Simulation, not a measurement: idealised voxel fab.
Proc. module: voxel wiring stack
Cross-section cut spans 215 nm and uses square cells 5 nm in size.
Bands, listed from the top down, are how a cross-section gets written in this document; the cross-section itself is a grid of square cells, and a band is one or more rows of them. Quick guide to a band line: top height, bottom height (nm) up front; then every material left to right with its width in nm. Only one material and it's marked "throughout"? Then it fills the band edge to edge. And "blank" just means empty space. All heights in this document are referenced to 0, defined as the level beneath which the wafer, as received, consists entirely of one material. The lowest band is not bounded below; it extends indefinitely downward and is written in the form "0 -> down". With a width like "30->40", each row of cells in the band differs from the next by the same amount, the top row carrying the first number and the bottom row the second. Step note "changes: none" = no cross-section cell changed. The entry titled "Cavities, closed" provides the empty spaces that have no open way to the top, restricted to those of 8 cells or more. Each is presented as width x height at distance, the distance being measured from the left edge, with all three in nm. after a step's settings: what the simulator itself notes on the step. Among the settings permitted on a step's line is "overlay nm"; applied to a step with a mask, it specifies the extent to which the mask lay to the right of its planned position, whereas a negative figure signifies a position to the left.

## Here's what the planned process steps look like
1) RECEIVE [material Si]
2) CONFORMAL_DEP [material SiO2] [thk nm 15]
3) DIRECTIONAL_DEP [material TiN] [thk nm 5]
4) DIRECTIONAL_DEP [material Ru] [thk nm 20]
5) DIRECTIONAL_DEP [material aC] [thk nm 10]
6) PATTERN [tone cover] [mask id METAL_1] [material resist] [width nm 25] [pitch nm 50] [thk nm 30] [overlay nm 0]
7) DIRECTIONAL_ETCH [etch materials aC] [depth nm 10]
8) STRIP [etch materials resist]
9) DIRECTIONAL_ETCH [etch materials Ru] [depth nm 20]
10) DIRECTIONAL_ETCH [etch materials TiN] [depth nm 5]
11) STRIP [etch materials aC]
12) FILL_DEP [material SiO2] [thk nm 10]
13) CMP [height nm 40]
14) CONFORMAL_DEP [material SiCN] [thk nm 5]
15) DIRECTIONAL_DEP [material SiO2] [thk nm 20]
16) MASKED_ETCH [tone open] [mask id PLUG_1] [width nm 15] [pitch nm 50] [etch materials SiO2] [depth nm 20] [overlay nm 0]
17) MASKED_ETCH [tone open] [mask id PLUG_1] [width nm 15] [pitch nm 50] [etch materials SiCN] [depth nm 5] [overlay nm 0]
18) EPI [material Ru] [thk nm 10]
19) EPI [material Ru] [thk nm 10]
20) EPI [material Ru] [thk nm 5]
21) DIRECTIONAL_DEP [material TiN] [thk nm 5]
22) DIRECTIONAL_DEP [material Ru] [thk nm 15]
23) DIRECTIONAL_DEP [material aC] [thk nm 10]
24) PATTERN [tone cover] [mask id METAL_2] [material resist] [width nm 15] [pitch nm 50] [thk nm 30] [overlay nm 0]
25) DIRECTIONAL_ETCH [etch materials aC] [depth nm 10]
26) STRIP [etch materials resist]
27) DIRECTIONAL_ETCH [etch materials Ru] [depth nm 15]
28) DIRECTIONAL_ETCH [etch materials TiN] [depth nm 5]
29) STRIP [etch materials aC]
30) FILL_DEP [material SiO2] [thk nm 5]
31) CMP [height nm 85]
32) CONFORMAL_DEP [material SiCN] [thk nm 5]
33) DIRECTIONAL_DEP [material lowk] [thk nm 10]
34) MASKED_ETCH [tone open] [mask id PLUG_2] [width nm 15] [pitch nm 50] [etch materials lowk] [depth nm 10] [overlay nm 0]
35) MASKED_ETCH [tone open] [mask id PLUG_2] [width nm 15] [pitch nm 50] [etch materials SiCN] [depth nm 5] [overlay nm 0]
36) CONFORMAL_DEP [material TiN] [thk nm 5]
37) FILL_DEP [material W] [thk nm 5]
38) CMP [height nm 100]
39) CONFORMAL_DEP [material SiN] [thk nm 5]
40) DIRECTIONAL_DEP [material SiO2] [thk nm 25]
41) PATTERN [tone open] [mask id METAL_3] [material resist] [width nm 25] [pitch nm 50] [thk nm 20] [overlay nm 0]
42) DIRECTIONAL_ETCH [etch materials SiO2] [depth nm 25]
43) DIRECTIONAL_ETCH [etch materials SiN] [depth nm 5]
44) STRIP [etch materials resist]
45) CONFORMAL_DEP [material TiN] [thk nm 5]
46) FILL_DEP [material Cu] [thk nm 5]
47) CMP [height nm 130]
48) CONFORMAL_DEP [material SiCN] [thk nm 5]
49) DIRECTIONAL_DEP [material SiO2] [thk nm 20]
50) MASKED_ETCH [tone open] [mask id PLUG_3] [width nm 15] [etch materials SiO2] [depth nm 20] [overlay nm 0]
51) MASKED_ETCH [tone open] [mask id PLUG_3] [width nm 15] [etch materials SiCN] [depth nm 5] [overlay nm 0]
52) EPI [material Ru] [thk nm 10]
53) EPI [material Ru] [thk nm 10]
54) EPI [material Ru] [thk nm 5]
55) CONFORMAL_DEP [material SiCN] [thk nm 5]
56) DIRECTIONAL_DEP [material lowk] [thk nm 25]
57) MASKED_ETCH [tone open] [mask id METAL_4] [width nm 25] [pitch nm 50] [etch materials lowk] [depth nm 25] [overlay nm 0]
58) MASKED_ETCH [tone open] [mask id METAL_4] [width nm 25] [pitch nm 50] [etch materials SiCN] [depth nm 5] [overlay nm 0]
59) CONFORMAL_DEP [material TiN] [thk nm 5]
60) FILL_DEP [material Cu] [thk nm 10]
61) CMP [height nm 185]
62) CONFORMAL_DEP [material SiN] [thk nm 5]
Keep in mind the plan's value for the width nm of step 24 comes from the first wafer; the wafers don't share that setting, but they do share the same starting point.

## The as-received cross-section of the first of several wafers corresponds to the state after step 1
  0 -> down = Si throughout
  Cavities, closed: none

## Here is how to read the rows: every wafer has a row, and it shows the wafer at the end of the module, giving for each material how many cells were gained (+) or lost (-) since the wafer was received, then listing its closed voids
width nm 15, +60 Cu, +103 Ru, +147 SiCN, +76 SiN, +915 SiO2, +90 TiN, +4 W, +239 lowk, Cavities, closed: none
width nm 20, +60 Cu, +109 Ru, +147 SiCN, +76 SiN, +907 SiO2, +92 TiN, +4 W, +239 lowk, Cavities, closed: none
width nm 25, +60 Cu, +115 Ru, +147 SiCN, +76 SiN, +899 SiO2, +94 TiN, +4 W, +239 lowk, Cavities, closed: none
width nm 30, +60 Cu, +121 Ru, +147 SiCN, +76 SiN, +891 SiO2, +96 TiN, +4 W, +239 lowk, Cavities, closed: none
width nm 35, +60 Cu, +127 Ru, +147 SiCN, +76 SiN, +883 SiO2, +98 TiN, +4 W, +239 lowk, Cavities, closed: none
